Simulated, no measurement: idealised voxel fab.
Module name: voxel wiring stack (process module)
In the cross-section labelled cut, the width is 255 nm and each square cell is 5 nm.
In this document a cross-section is written as a grid of square cells. It is given as a series of bands, listed from the top down, and a band is one or more rows of cells. Heights first: top, then bottom, in nm. Then materials, left to right, each with a width in nm. "all across" on a single material: fills the band edge to edge. "blank": empty space. Height is counted from the level 0, under which the received wafer is composed throughout of one material. The lowest of the bands is not closed at the bottom but continues downward, in the notation "z 0 and below". Note: "30 to 40" means the width goes from the first number (top row of the band) to the second number (bottom row) in equal steps per row of cells. You'll sometimes find "nothing was modified" written for a step, and that's the way of saying that nowhere in the cross-section did a cell change during that step. The list in "Voids, sealed" covers empty spaces of 8 cells or more that cannot reach the top through any open way, and it gives each as width x height at distance; the distance is from the left edge, and width, height and distance are in nm. On each step's line, the part that comes after the settings is the simulator's own comment on the step. "overlay nm", when on a step's line for a step with a mask, measures how far to the right of its planned place the mask lay; a negative measure means to the left.
## Steps in the process plan
step 1: RECEIVE with material Si
step 2: CONFORMAL_DEP with material SiO2, thk nm 15
step 3: CONFORMAL_DEP with material SiCN, thk nm 5
step 4: DIRECTIONAL_DEP with material lowk, thk nm 15
step 5: DIRECTIONAL_DEP with material aC, thk nm 15
step 6: PATTERN with tone open, mask id METAL_1, material resist, width nm 25, pitch nm 50, thk nm 30, overlay nm 0
step 7: DIRECTIONAL_ETCH with etch materials aC, depth nm 15
step 8: STRIP with etch materials resist
step 9: DIRECTIONAL_ETCH with etch materials lowk, depth nm 15
step 10: DIRECTIONAL_ETCH with etch materials SiCN, depth nm 5
step 11: STRIP with etch materials aC
step 12: CONFORMAL_DEP with material TiN, thk nm 5
step 13: FILL_DEP with material Cu, thk nm 5
step 14: CMP with height nm 35
step 15: CONFORMAL_DEP with material SiCN, thk nm 5
step 16: DIRECTIONAL_DEP with material lowk, thk nm 15
step 17: DIRECTIONAL_DEP with material aC, thk nm 15
step 18: PATTERN with tone open, mask id PLUG_1, material resist, width nm 15, pitch nm 50, thk nm 35, overlay nm 0
step 19: DIRECTIONAL_ETCH with etch materials aC, depth nm 15
step 20: STRIP with etch materials resist
step 21: DIRECTIONAL_ETCH with etch materials lowk, depth nm 15
step 22: DIRECTIONAL_ETCH with etch materials SiCN, depth nm 5
step 23: STRIP with etch materials aC
step 24: EPI with material Ru, thk nm 10
step 25: EPI with material Ru, thk nm 10
step 26: CONFORMAL_DEP with material SiN, thk nm 5
step 27: DIRECTIONAL_DEP with material lowk, thk nm 15
step 28: MASKED_ETCH with tone open, mask id METAL_2, width nm 25, pitch nm 50, etch materials lowk, depth nm 15, overlay nm 0
step 29: MASKED_ETCH with tone open, mask id METAL_2, width nm 25, pitch nm 50, etch materials SiN, depth nm 5, overlay nm 0
step 30: CONFORMAL_DEP with material TiN, thk nm 5
step 31: FILL_DEP with material W, thk nm 5
step 32: CMP with height nm 75
step 33: CONFORMAL_DEP with material SiCN, thk nm 5
step 34: DIRECTIONAL_DEP with material SiO2, thk nm 15
step 35: PATTERN with tone open, mask id PLUG_2, material resist, width nm 15, pitch nm 50, thk nm 15, overlay nm 0
step 36: DIRECTIONAL_ETCH with etch materials SiO2, depth nm 15
step 37: DIRECTIONAL_ETCH with etch materials SiCN, depth nm 5
step 38: STRIP with etch materials resist
step 39: EPI with material Ru, thk nm 10
step 40: EPI with material Ru, thk nm 10
step 41: DIRECTIONAL_DEP with material TiN, thk nm 5
step 42: DIRECTIONAL_DEP with material W, thk nm 15
step 43: DIRECTIONAL_DEP with material aC, thk nm 10
step 44: PATTERN with tone cover, mask id METAL_3, material resist, width nm 25, pitch nm 50, thk nm 25, overlay nm 0
step 45: DIRECTIONAL_ETCH with etch materials aC, depth nm 10
step 46: STRIP with etch materials resist
step 47: DIRECTIONAL_ETCH with etch materials W, depth nm 15
step 48: DIRECTIONAL_ETCH with etch materials TiN, depth nm 5
step 49: STRIP with etch materials aC
step 50: CONFORMAL_DEP with material SiCN, thk nm 5
step 51: FILL_DEP with material SiO2, thk nm 10
step 52: CMP with height nm 115
step 53: CONFORMAL_DEP with material SiCN, thk nm 5
## First wafer of two (run as planned)
## The cross-section here shows the wafer as received, i.e. in its state after step 1
* z 0 and below: Si all across
* Voids, sealed: none
## The following cross-section depicts the wafer upon completion of step 2
* z 15 to 0: SiO2 all across
* Unchanged below 0.
## The following cross-section depicts the wafer upon completion of step 3
* z 20 to 15: SiCN all across
* Unchanged below 15.
## The following cross-section depicts the wafer upon completion of step 4
* z 35 to 20: lowk all across
* Unchanged below 20.
## The following cross-section depicts the wafer upon completion of step 5
* z 50 to 35: aC all across
* Unchanged below 35.
## The following cross-section depicts the wafer upon completion of step 6
* z 80 to 50: resist (90)  blank (25)  resist (25)  blank (25)  resist (90)
* Unchanged below 50.
## The following cross-section depicts the wafer upon completion of step 7
* z 65 to 50: resist (90)  blank (25)  resist (25)  blank (25)  resist (90)
* z 50 to 35: aC (90)  blank (25)  aC (25)  blank (25)  aC (90)
* Unchanged below 35.
## The following cross-section depicts the wafer upon completion of step 8
* z 50 to 35: aC (90)  blank (25)  aC (25)  blank (25)  aC (90)
* Unchanged below 35.
## The following cross-section depicts the wafer upon completion of step 9
* z 50 to 35: aC (90)  blank (25)  aC (25)  blank (25)  aC (90)
* z 35 to 20: lowk (90)  blank (25)  lowk (25)  blank (25)  lowk (90)
* Unchanged below 20.
## The following cross-section depicts the wafer upon completion of step 10
* z 50 to 35: aC (90)  blank (25)  aC (25)  blank (25)  aC (90)
* z 35 to 20: lowk (90)  blank (25)  lowk (25)  blank (25)  lowk (90)
* z 20 to 15: SiCN (90)  blank (25)  SiCN (25)  blank (25)  SiCN (90)
* Unchanged below 15.
## The following cross-section depicts the wafer upon completion of step 11
* z 35 to 20: lowk (90)  blank (25)  lowk (25)  blank (25)  lowk (90)
* Unchanged below 20.
## The following cross-section depicts the wafer upon completion of step 12
* z 40 to 35: TiN (95)  blank (15)  TiN (35)  blank (15)  TiN (95)
* z 35 to 20: lowk (90)  TiN (5)  blank (15)  TiN (5)  lowk (25)  TiN (5)  blank (15)  TiN (5)  lowk (90)
* z 20 to 15: SiCN (90)  TiN (25)  SiCN (25)  TiN (25)  SiCN (90)
* Unchanged below 15.
## The following cross-section depicts the wafer upon completion of step 13
* z 45 to 40: Cu all across
* z 40 to 35: TiN (95)  Cu (15)  TiN (35)  Cu (15)  TiN (95)
* z 35 to 20: lowk (90)  TiN (5)  Cu (15)  TiN (5)  lowk (25)  TiN (5)  Cu (15)  TiN (5)  lowk (90)
* Unchanged below 20.
## The following cross-section depicts the wafer upon completion of step 14
* z 35 to 20: lowk (90)  TiN (5)  Cu (15)  TiN (5)  lowk (25)  TiN (5)  Cu (15)  TiN (5)  lowk (90)
* Unchanged below 20.
## The following cross-section depicts the wafer upon completion of step 15
* z 40 to 35: SiCN all across
* Unchanged below 35.
## The following cross-section depicts the wafer upon completion of step 16
* z 55 to 40: lowk all across
* Unchanged below 40.
## The following cross-section depicts the wafer upon completion of step 17
* z 70 to 55: aC all across
* Unchanged below 55.
## The following cross-section depicts the wafer upon completion of step 18
* z 105 to 70: resist (90)  blank (15)  resist (35)  blank (15)  resist (100)
* Unchanged below 70.
## The following cross-section depicts the wafer upon completion of step 19
* z 90 to 70: resist (90)  blank (15)  resist (35)  blank (15)  resist (100)
* z 70 to 55: aC (90)  blank (15)  aC (35)  blank (15)  aC (100)
* Unchanged below 55.
## The following cross-section depicts the wafer upon completion of step 20
* z 70 to 55: aC (90)  blank (15)  aC (35)  blank (15)  aC (100)
* Unchanged below 55.
## The following cross-section depicts the wafer upon completion of step 21
* z 70 to 55: aC (90)  blank (15)  aC (35)  blank (15)  aC (100)
* z 55 to 40: lowk (90)  blank (15)  lowk (35)  blank (15)  lowk (100)
* Unchanged below 40.
## The following cross-section depicts the wafer upon completion of step 22
* z 70 to 55: aC (90)  blank (15)  aC (35)  blank (15)  aC (100)
* z 55 to 40: lowk (90)  blank (15)  lowk (35)  blank (15)  lowk (100)
* z 40 to 35: SiCN (90)  blank (15)  SiCN (35)  blank (15)  SiCN (100)
* Unchanged below 35.
## The following cross-section depicts the wafer upon completion of step 23
* z 55 to 40: lowk (90)  blank (15)  lowk (35)  blank (15)  lowk (100)
* Unchanged below 40.
## The following cross-section depicts the wafer upon completion of step 24
* z 55 to 45: lowk (90)  blank (15)  lowk (35)  blank (15)  lowk (100)
* z 45 to 40: lowk (90)  Ru (15)  lowk (35)  Ru (15)  lowk (100)
* z 40 to 35: SiCN (90)  Ru (15)  SiCN (35)  Ru (15)  SiCN (100)
* Unchanged below 35.
## The following cross-section depicts the wafer upon completion of step 25
* z 55 to 40: lowk (90)  Ru (15)  lowk (35)  Ru (15)  lowk (100)
* Unchanged below 40.
## The following cross-section depicts the wafer upon completion of step 26
* z 60 to 55: SiN all across
* Unchanged below 55.
## The following cross-section depicts the wafer upon completion of step 27
* z 75 to 60: lowk all across
* Unchanged below 60.
## The following cross-section depicts the wafer upon completion of step 28
* z 75 to 60: lowk (90)  blank (25)  lowk (25)  blank (25)  lowk (90)
* Unchanged below 60.
## The following cross-section depicts the wafer upon completion of step 29
* z 75 to 60: lowk (90)  blank (25)  lowk (25)  blank (25)  lowk (90)
* z 60 to 55: SiN (90)  blank (25)  SiN (25)  blank (25)  SiN (90)
* Unchanged below 55.
## The following cross-section depicts the wafer upon completion of step 30
* z 80 to 75: TiN (95)  blank (15)  TiN (35)  blank (15)  TiN (95)
* z 75 to 60: lowk (90)  TiN (5)  blank (15)  TiN (5)  lowk (25)  TiN (5)  blank (15)  TiN (5)  lowk (90)
* z 60 to 55: SiN (90)  TiN (25)  SiN (25)  TiN (25)  SiN (90)
* Unchanged below 55.
## The following cross-section depicts the wafer upon completion of step 31
* z 85 to 80: W all across
* z 80 to 75: TiN (95)  W (15)  TiN (35)  W (15)  TiN (95)
* z 75 to 60: lowk (90)  TiN (5)  W (15)  TiN (5)  lowk (25)  TiN (5)  W (15)  TiN (5)  lowk (90)
* Unchanged below 60.
## The following cross-section depicts the wafer upon completion of step 32
* z 75 to 60: lowk (90)  TiN (5)  W (15)  TiN (5)  lowk (25)  TiN (5)  W (15)  TiN (5)  lowk (90)
* Unchanged below 60.
## The following cross-section depicts the wafer upon completion of step 33
* z 80 to 75: SiCN all across
* Unchanged below 75.
## The following cross-section depicts the wafer upon completion of step 34
* z 95 to 80: SiO2 all across
* Unchanged below 80.
## The following cross-section depicts the wafer upon completion of step 35
* z 110 to 95: resist (90)  blank (15)  resist (35)  blank (15)  resist (100)
* Unchanged below 95.
## The following cross-section depicts the wafer upon completion of step 36
* z 110 to 95: resist (90)  blank (15)  resist (35)  blank (15)  resist (100)
* z 95 to 80: SiO2 (90)  blank (15)  SiO2 (35)  blank (15)  SiO2 (100)
* Unchanged below 80.
## The following cross-section depicts the wafer upon completion of step 37
* z 110 to 95: resist (90)  blank (15)  resist (35)  blank (15)  resist (100)
* z 95 to 80: SiO2 (90)  blank (15)  SiO2 (35)  blank (15)  SiO2 (100)
* z 80 to 75: SiCN (90)  blank (15)  SiCN (35)  blank (15)  SiCN (100)
* Unchanged below 75.
## The following cross-section depicts the wafer upon completion of step 38
* z 95 to 80: SiO2 (90)  blank (15)  SiO2 (35)  blank (15)  SiO2 (100)
* Unchanged below 80.
## The following cross-section depicts the wafer upon completion of step 39
* z 95 to 85: SiO2 (90)  blank (15)  SiO2 (35)  blank (15)  SiO2 (100)
* z 85 to 80: SiO2 (90)  Ru (15)  SiO2 (35)  Ru (15)  SiO2 (100)
* z 80 to 75: SiCN (90)  Ru (15)  SiCN (35)  Ru (15)  SiCN (100)
* Unchanged below 75.
## The following cross-section depicts the wafer upon completion of step 40
* z 95 to 80: SiO2 (90)  Ru (15)  SiO2 (35)  Ru (15)  SiO2 (100)
* Unchanged below 80.
## The following cross-section depicts the wafer upon completion of step 41
* z 100 to 95: TiN all across
* Unchanged below 95.
## The following cross-section depicts the wafer upon completion of step 42
* z 115 to 100: W all across
* Unchanged below 100.
## The following cross-section depicts the wafer upon completion of step 43
* z 125 to 115: aC all across
* Unchanged below 115.
## The following cross-section depicts the wafer upon completion of step 44
* z 150 to 125: blank (90)  resist (25)  blank (25)  resist (25)  blank (90)
* Unchanged below 125.
## The following cross-section depicts the wafer upon completion of step 45
* z 140 to 125: blank (90)  resist (25)  blank (25)  resist (25)  blank (90)
* z 125 to 115: blank (90)  aC (25)  blank (25)  aC (25)  blank (90)
* Unchanged below 115.
## The following cross-section depicts the wafer upon completion of step 46
* z 125 to 115: blank (90)  aC (25)  blank (25)  aC (25)  blank (90)
* Unchanged below 115.
## The following cross-section depicts the wafer upon completion of step 47
* z 125 to 115: blank (90)  aC (25)  blank (25)  aC (25)  blank (90)
* z 115 to 100: blank (90)  W (25)  blank (25)  W (25)  blank (90)
* Unchanged below 100.
## The following cross-section depicts the wafer upon completion of step 48
* z 125 to 115: blank (90)  aC (25)  blank (25)  aC (25)  blank (90)
* z 115 to 100: blank (90)  W (25)  blank (25)  W (25)  blank (90)
* z 100 to 95: blank (90)  TiN (25)  blank (25)  TiN (25)  blank (90)
* Unchanged below 95.
## The following cross-section depicts the wafer upon completion of step 49
* z 115 to 100: blank (90)  W (25)  blank (25)  W (25)  blank (90)
* Unchanged below 100.
## The following cross-section depicts the wafer upon completion of step 50
* z 120 to 115: blank (85)  SiCN (35)  blank (15)  SiCN (35)  blank (85)
* z 115 to 100: blank (85)  SiCN (5)  W (25)  SiCN (5)  blank (15)  SiCN (5)  W (25)  SiCN (5)  blank (85)
* z 100 to 95: SiCN (90)  TiN (25)  SiCN (25)  TiN (25)  SiCN (90)
* Unchanged below 95.
## The following cross-section depicts the wafer upon completion of step 51
* z 130 to 120: SiO2 all across
* z 120 to 115: SiO2 (85)  SiCN (35)  SiO2 (15)  SiCN (35)  SiO2 (85)
* z 115 to 100: SiO2 (85)  SiCN (5)  W (25)  SiCN (5)  SiO2 (15)  SiCN (5)  W (25)  SiCN (5)  SiO2 (85)
* Unchanged below 100.
## The following cross-section depicts the wafer upon completion of step 52
* z 115 to 100: SiO2 (85)  SiCN (5)  W (25)  SiCN (5)  SiO2 (15)  SiCN (5)  W (25)  SiCN (5)  SiO2 (85)
* Unchanged below 100.
## The following cross-section depicts the wafer upon completion of step 53
* z 120 to 115: SiCN all across
* Unchanged below 115.
## Notes, second wafer: start = first wafer's, plan = first wafer's, execution had one mistake; history identical to first through step 33
## What the second wafer looks like in cross-section when step 34 should have wrapped up
* z 95 to 75: SiCN all across
* Unchanged below 75.
## What the second wafer looks like in cross-section when step 35 should have wrapped up
* z 110 to 95: resist (90)  blank (15)  resist (35)  blank (15)  resist (100)
* Unchanged below 95.
What the second wafer looks like in cross-section when step 36 should have wrapped up: nothing was modified
## What the second wafer looks like in cross-section when step 37 should have wrapped up
* z 110 to 95: resist (90)  blank (15)  resist (35)  blank (15)  resist (100)
* z 95 to 90: SiCN (90)  blank (15)  SiCN (35)  blank (15)  SiCN (100)
* Unchanged below 90.
## What the second wafer looks like in cross-section when step 38 should have wrapped up
* z 95 to 90: SiCN (90)  blank (15)  SiCN (35)  blank (15)  SiCN (100)
* Unchanged below 90.
What the second wafer looks like in cross-section when step 39 should have wrapped up: nothing was modified
What the second wafer looks like in cross-section when step 40 should have wrapped up: nothing was modified
## What the second wafer looks like in cross-section when step 41 should have wrapped up
* z 100 to 95: TiN (90)  blank (15)  TiN (35)  blank (15)  TiN (100)
* z 95 to 90: SiCN (90)  TiN (15)  SiCN (35)  TiN (15)  SiCN (100)
* Unchanged below 90.
## What the second wafer looks like in cross-section when step 42 should have wrapped up
* z 115 to 110: W (90)  blank (15)  W (35)  blank (15)  W (100)
* z 110 to 100: W all across
* z 100 to 95: TiN (90)  W (15)  TiN (35)  W (15)  TiN (100)
* Unchanged below 95.
## What the second wafer looks like in cross-section when step 43 should have wrapped up
* z 125 to 120: aC (90)  blank (15)  aC (35)  blank (15)  aC (100)
* z 120 to 115: aC all across
* z 115 to 110: W (90)  aC (15)  W (35)  aC (15)  W (100)
* Unchanged below 110.
## What the second wafer looks like in cross-section when step 44 should have wrapped up
* z 150 to 125: blank (90)  resist (25)  blank (25)  resist (25)  blank (90)
* z 125 to 120: aC (90)  resist (15)  aC (35)  resist (15)  aC (100)
* Unchanged below 120.
## What the second wafer looks like in cross-section when step 45 should have wrapped up
* z 140 to 125: blank (90)  resist (25)  blank (25)  resist (25)  blank (90)
* z 125 to 120: blank (90)  resist (15)  aC (10)  blank (25)  resist (15)  aC (10)  blank (90)
* z 120 to 115: blank (90)  aC (25)  blank (25)  aC (25)  blank (90)
* Unchanged below 115.
## What the second wafer looks like in cross-section when step 46 should have wrapped up
* z 125 to 115: blank (105 to 90)  aC (10 to 25)  blank (40 to 25)  aC (10 to 25)  blank (90)
* Unchanged below 115.
## What the second wafer looks like in cross-section when step 47 should have wrapped up
* z 125 to 115: blank (105 to 90)  aC (10 to 25)  blank (40 to 25)  aC (10 to 25)  blank (90)
* z 115 to 110: blank (90)  aC (15)  W (10)  blank (25)  aC (15)  W (10)  blank (90)
* z 110 to 100: blank (90)  W (25)  blank (25)  W (25)  blank (90)
* Unchanged below 100.
## What the second wafer looks like in cross-section when step 48 should have wrapped up
* z 125 to 115: blank (105 to 90)  aC (10 to 25)  blank (40 to 25)  aC (10 to 25)  blank (90)
* z 115 to 110: blank (90)  aC (15)  W (10)  blank (25)  aC (15)  W (10)  blank (90)
* z 110 to 100: blank (90)  W (25)  blank (25)  W (25)  blank (90)
* z 100 to 95: blank (90)  W (15)  TiN (10)  blank (25)  W (15)  TiN (10)  blank (90)
* Unchanged below 95.
## What the second wafer looks like in cross-section when step 49 should have wrapped up
* z 115 to 110: blank (105)  W (10)  blank (40)  W (10)  blank (90)
* Unchanged below 110.
## What the second wafer looks like in cross-section when step 50 should have wrapped up
* z 120 to 115: blank (100)  SiCN (20)  blank (30)  SiCN (20)  blank (85)
* z 115 to 110: blank (85)  SiCN (20)  W (10)  SiCN (5)  blank (15)  SiCN (20)  W (10)  SiCN (5)  blank (85)
* z 110 to 100: blank (85)  SiCN (5)  W (25)  SiCN (5)  blank (15)  SiCN (5)  W (25)  SiCN (5)  blank (85)
* z 100 to 95: SiCN (90)  W (15)  TiN (10)  SiCN (25)  W (15)  TiN (10)  SiCN (90)
* Unchanged below 95.
## What the second wafer looks like in cross-section when step 51 should have wrapped up
* z 130 to 120: SiO2 all across
* z 120 to 115: SiO2 (100)  SiCN (20)  SiO2 (30)  SiCN (20)  SiO2 (85)
* z 115 to 110: SiO2 (85)  SiCN (20)  W (10)  SiCN (5)  SiO2 (15)  SiCN (20)  W (10)  SiCN (5)  SiO2 (85)
* z 110 to 100: SiO2 (85)  SiCN (5)  W (25)  SiCN (5)  SiO2 (15)  SiCN (5)  W (25)  SiCN (5)  SiO2 (85)
* Unchanged below 100.
## What the second wafer looks like in cross-section when step 52 should have wrapped up
* z 115 to 110: SiO2 (85)  SiCN (20)  W (10)  SiCN (5)  SiO2 (15)  SiCN (20)  W (10)  SiCN (5)  SiO2 (85)
* Unchanged below 110.
## What the second wafer looks like in cross-section when step 53 should have wrapped up
* z 120 to 115: SiCN all across
* Unchanged below 115.
What broke from the plan during processing? step 34 did not use the planned setting and instead ran as DIRECTIONAL_DEP with material SiCN, thk nm 15
Upon completion, the second wafer contains, in terms of cells, a greater or smaller amount of certain materials than the first wafer: Ru: 24 fewer | SiCN: 159 more | SiO2: 135 fewer
